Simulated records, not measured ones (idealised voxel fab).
process module | voxel self aligned vias
cross-section cut | 190 nm wide | cells 5 nm
A cross-section is a grid of square cells, given in bands from the top down. A band is one or more rows of cells.
Each band's line starts with the height of the band's top and of its bottom, in nm. Then come its materials from left to right, each with its width in nm. One material with "throughout" fills the band from edge to edge. "air" is empty space.
Height 0 is the level under which the wafer as received is all one material. The lowest band goes on downwards, as in "0 down".
A width such as "30 to 40" changes by the same amount from each row of cells to the next, from the band's top row to its bottom row.
"no change" after a step means that no cell of the cross-section changed.
closed voids: empty space of 8 cells or more with no open way to the top, each as width x height at its distance from the left edge, in nm
after a step's settings: what the simulator itself notes on the step
overlay nm, on a step with a mask: how far to the right of its planned place the mask lay; to the left if negative
plan
1 op RECEIVE | material Si
2 op CONFORMAL_DEP | material SiO2 | thk nm 15
3 op CONFORMAL_DEP | material SiCN | thk nm 5
4 op DIRECTIONAL_DEP | material lowk | thk nm 25
5 op PATTERN | tone open | mask id LINES | material resist | width nm 30 | pitch nm 55 | thk nm 15 | overlay nm 0
6 op DIRECTIONAL_ETCH | etch materials lowk | depth nm 25
7 op STRIP | etch materials resist
8 op CONFORMAL_DEP | material TiN | thk nm 5
9 op FILL_DEP | material W | thk nm 10
10 op CMP | height nm 45
11 op SELECTIVE_ETCH | etch materials W Ru TiN | depth nm 5
12 op FILL_DEP | material SiN | thk nm 10
13 op CMP | height nm 45
14 op DIRECTIONAL_DEP | material lowk | thk nm 15
15 op MASKED_ETCH | tone open | mask id VIAS | width nm 40 | pitch nm 55 | etch materials lowk | depth nm 15 | overlay nm 0
16 op MASKED_ETCH | tone open | mask id VIAS | width nm 40 | pitch nm 55 | etch materials SiN | depth nm 5 | overlay nm 0
17 op CONFORMAL_DEP | material TiN | thk nm 5
18 op FILL_DEP | material Ru | thk nm 5
19 op CMP | height nm 60
20 op CONFORMAL_DEP | material SiCN | thk nm 5
as received, after step 1
  0 down: Si throughout
  closed voids: none
a wafer at the end: this start, this plan, one mistake
  65 to 60: SiCN throughout
  60 to 45: lowk 45 | TiN 5 | Ru 30 | TiN 5 | lowk 15 | TiN 5 | Ru 30 | TiN 5 | lowk 50
  45 to 40: SiN 45 | TiN 40 | SiN 15 | TiN 40 | SiN 50
  40 to 35: W throughout
  35 to 30: TiN 55 | W 20 | TiN 35 | W 20 | TiN 60
  30 to 10: lowk 50 | TiN 5 | W 20 | TiN 5 | lowk 25 | TiN 5 | W 20 | TiN 5 | lowk 55
  10 to 5: lowk 50 | TiN 30 | lowk 25 | TiN 30 | lowk 55
  5 to 0: SiCN throughout
  0 down: Si throughout
  closed voids: none
what went wrong: step 2 was left out
